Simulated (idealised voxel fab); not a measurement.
voxel spacer lines: a process module
cross-section cut | 180 nm wide | cells 5 nm
A cross-section is a grid of square cells, given in bands from the top down. A band is one or more rows of cells. Within each band entry, the heights of the top and of the bottom of the band appear first, in that order and in nm; the materials of the band then follow from left to right, each with its corresponding width in nm. The designation "throughout" on a single material indicates that it fills the band from edge to edge; the designation "blank" indicates empty space. Where do heights start? At 0: under that level the wafer as delivered is made of one material only. And the lowest band has no floor; it just carries on downward, as in "top 0, no bottom". So if you see something like "30..40" for the width, read it as the top row of the band sitting at the first number and the bottom row at the second, with every row in between moving by the same amount as the last. Basically "no modifications" means that step didn't change any cell in the cross-section. What "Closed cavity list" gives you is every empty space of 8 cells or more that is cut off from the top. Each appears as width x height at distance, with the distance taken from the left edge and width, height and distance all in nm. Read whatever lies past the settings on a step's line as the simulator's own remark about the step. The optional step-line setting "overlay nm" applies to steps with a mask and quantifies how far to the right of its planned location the mask lay, a negative value indicating leftward placement.
[Steps in the process plan]
1,RECEIVE, material Si
2,CONFORMAL_DEP, material Al2O3, thk nm 5
3,DIRECTIONAL_DEP, material polySi, thk nm 15
4,DIRECTIONAL_DEP, material aC, thk nm 20
5,PATTERN, tone cover, mask id MANDREL, material resist, width nm 20, pitch nm 60, thk nm 25, overlay nm 0
6,DIRECTIONAL_ETCH, etch materials aC, depth nm 20
7,STRIP, etch materials resist
8,CONFORMAL_DEP, material SiO2, thk nm 10
9,DIRECTIONAL_ETCH, etch materials SiO2, depth nm 10
10,STRIP, etch materials aC
11,DIRECTIONAL_ETCH, etch materials polySi, depth nm 15
12,STRIP, etch materials SiO2
[as received, after step 1]
* top 0, no bottom | Si throughout
* Closed cavity list: none
[Module complete - cross-section of the first of two wafers, run according to plan]
* top 20, bottom 5 | 40 nm blank  10 nm polySi  20 nm blank  10 nm polySi  20 nm blank  10 nm polySi  20 nm blank  10 nm polySi  40 nm blank
* top 5, bottom 0 | Al2O3 throughout
* top 0, no bottom | Si throughout
* Closed cavity list: none
[Module end: cross-section of wafer two of two. Same start and process plan as the first wafer. One mistake during execution]
* top 15, bottom 0 | 40 nm blank  10 nm polySi  20 nm blank  10 nm polySi  20 nm blank  10 nm polySi  20 nm blank  10 nm polySi  40 nm blank
* top 0, no bottom | Si throughout
* Closed cavity list: none
Want to know what went wrong? step 2 was dropped from the plan's execution and never run
Final tally in cells, some materials are higher or lower on the second wafer than on the first: Al2O3 -36
